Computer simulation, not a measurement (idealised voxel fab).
Process module name: voxel capacitor over wiring
The cross-section shown here is cut; it is 285 nm wide and divided into square cells measuring 5 nm on a side.
Cross-section, as written here: a square-cell grid given band by band from the top down, where a band holds one or more rows of cells.
Band: top and bottom heights (nm) first, top before bottom; then materials from left to right, widths in nm. "full width" marks a sole material filling the band edge to edge. "air" denotes empty space.
Zero point of the height axis is 0; under it, received wafer = one material. Lowest band: continues down indefinitely, "z 0 and below".
When a width is written as two numbers, as in "30..40", the first number is the width in the top row of cells of the band and the second is the width in its bottom row, and the width changes by the same amount from each row to the next.
"no modifications" -> step changed no cross-section cell.
What "Enclosed internal cavities" gives you is every empty space of 8 cells or more that is cut off from the top. Each appears as width x height at distance, with the distance taken from the left edge and width, height and distance all in nm.
On a step's line, text after the settings is the simulator commenting on that step.
overlay nm: how far to the right of its planned place the mask lay on this masked step (negative: to the left).

Process steps - plan
1 RECEIVE with material Si
2 CONFORMAL_DEP with material SiO2, thk nm 10
3 DIRECTIONAL_DEP with material TiN, thk nm 5
4 DIRECTIONAL_DEP with material Ru, thk nm 15
5 PATTERN with tone cover, mask id METAL_1, material resist, width nm 30, pitch nm 80, thk nm 20, overlay nm 0
6 DIRECTIONAL_ETCH with etch materials Ru, depth nm 15
7 DIRECTIONAL_ETCH with etch materials TiN, depth nm 5
8 STRIP with etch materials resist
9 CONFORMAL_DEP with material SiN, thk nm 5
10 FILL_DEP with material lowk, thk nm 5
11 CMP with height nm 30
12 CONFORMAL_DEP with material SiCN, thk nm 5
13 DIRECTIONAL_DEP with material SiO2, thk nm 10
14 MASKED_ETCH with tone open, mask id PLUG_1, width nm 15, etch materials SiO2, depth nm 10, overlay nm 0
15 MASKED_ETCH with tone open, mask id PLUG_1, width nm 15, etch materials SiCN, depth nm 5, overlay nm 0
16 EPI with material Ru, thk nm 10
17 EPI with material Ru, thk nm 5
18 DIRECTIONAL_DEP with material TiN, thk nm 10
19 DIRECTIONAL_DEP with material Al2O3, thk nm 5
20 DIRECTIONAL_DEP with material TiN, thk nm 10
21 PATTERN with tone cover, mask id UPPER_PLATE, material resist, width nm 55, thk nm 20, overlay nm 0
22 DIRECTIONAL_ETCH with etch materials TiN, depth nm 10
23 DIRECTIONAL_ETCH with etch materials Al2O3, depth nm 5
24 STRIP with etch materials resist
25 MASKED_ETCH with tone cover, mask id LOWER_PLATE, width nm 65, etch materials TiN, depth nm 10, overlay nm 0
26 FILL_DEP with material SiO2, thk nm 15
27 CMP with height nm 80
28 DIRECTIONAL_DEP with material aC, thk nm 10
29 PATTERN with tone open, mask id PLUG_2, material resist, width nm 15, thk nm 30, overlay nm 0
30 DIRECTIONAL_ETCH with etch materials aC, depth nm 10
31 STRIP with etch materials resist
32 DIRECTIONAL_ETCH with etch materials SiO2, depth nm 10
33 STRIP with etch materials aC
34 CONFORMAL_DEP with material TiN, thk nm 5
35 FILL_DEP with material Ru, thk nm 5
36 CMP with height nm 80
37 CONFORMAL_DEP with material SiCN, thk nm 5

Received-state cross-section, reflecting completion of step 1
  z 0 and below: Si full width
  Enclosed internal cavities: none

Figure: cross-sectional view of the wafer upon completion of the module, processed from the initial state and according to the plan depicted above, with one error introduced during execution
  z 85 to 80: SiCN full width
  z 80 to 75: 110 of SiO2, then 5 of TiN, then 5 of Ru, then 5 of TiN, then 160 of SiO2
  z 75 to 70: 110 of SiO2, then 15 of TiN, then 160 of SiO2
  z 70 to 65: SiO2 full width
  z 65 to 55: 100 of SiO2, then 55 of TiN, then 130 of SiO2
  z 55 to 45: 95 of SiO2, then 65 of TiN, then 125 of SiO2
  z 45 to 35: 100 of SiO2, then 15 of Ru, then 170 of SiO2
  z 35 to 30: 100 of SiCN, then 15 of Ru, then 170 of SiCN
  z 30 to 15: 80 of lowk, then 5 of SiN, then 30 of Ru, then 5 of SiN, then 40 of lowk, then 5 of SiN, then 30 of Ru, then 5 of SiN, then 85 of lowk
  z 15 to 10: 85 of SiN, then 30 of TiN, then 50 of SiN, then 30 of TiN, then 90 of SiN
  z 10 to 0: SiO2 full width
  z 0 and below: Si full width
  Enclosed internal cavities: none
Which mistake was made when the wafer was run? step 19 was dropped from the plan's execution and never run
